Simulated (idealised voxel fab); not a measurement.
A process module follows: voxel trench capacitor.
The cross-section on display is named cut; it measures 295 nm wide, and its cells are 5 nm squares.
A cross-section is a grid of square cells, given in bands from the top down. A band is one or more rows of cells.
Top height, bottom height, nm. Materials left to right, width each, nm. Single material + "full width" = fills band edge to edge. "blank" = empty.
Beneath 0, the wafer as received is one material, and that level is where height counting begins. The lowest band goes on downward without a bottom; it is written like "0 -> down".
Note: "30..40" means the width goes from the first number (top row of the band) to the second number (bottom row) in equal steps per row of cells.
"changes: none" for a step: no cell of the cross-section changed in that step.
The label "Sealed voids" introduces a list of the empty spaces, 8 cells or larger, that have no open way up to the top; each entry in it reads width x height at distance, where the distance is taken from the left edge and all three are stated in nm.
On each step's line, the part that comes after the settings is the simulator's own comment on the step.
You can add "overlay nm" to a step's line. For a step with a mask, it describes how far the mask lay to the right of its planned position, and a negative number describes a lay to the left.
[Process steps (planned)]
1. RECEIVE [material Si]
2. CONFORMAL_DEP [material SiN] [thk nm 10]
3. PATTERN [tone open] [mask id TRENCH] [material resist] [width nm 15] [pitch nm 35] [thk nm 20] [overlay nm 0]
4. DIRECTIONAL_ETCH [etch materials SiN] [depth nm 10]
5. DIRECTIONAL_ETCH [etch materials Si] [depth nm 25]
6. STRIP [etch materials resist]
7. CONFORMAL_DEP [material Al2O3] [thk nm 5]
8. FILL_DEP [material polySi] [thk nm 5]
9. CMP [height nm 10]
[Cross-sectional view of the wafer in its as-received condition, corresponding to the state after step 1]
	0 -> down = Si full width
	Sealed voids: none
[One mistake in running the module, otherwise start and plan as above: cross-section at the end]
	10 -> 0 = polySi=100  Al2O3=5  SiN=15  Al2O3=5  polySi=10  Al2O3=5  SiN=15  Al2O3=5  polySi=10  Al2O3=5  SiN=15  Al2O3=5  polySi=100
	0 -> -20 = polySi=100  Al2O3=5  Si=15  Al2O3=5  polySi=10  Al2O3=5  Si=15  Al2O3=5  polySi=10  Al2O3=5  Si=15  Al2O3=5  polySi=100
	-20 -> -25 = Al2O3=105  Si=15  Al2O3=20  Si=15  Al2O3=20  Si=15  Al2O3=105
	-25 -> down = Si full width
	Sealed voids: none
Finding, execution versus plan: note that step 3 departed from the planned setting and was carried out as PATTERN [tone cover] [mask id TRENCH] [material resist] [width nm 15] [pitch nm 35] [thk nm 20] [overlay nm 0]
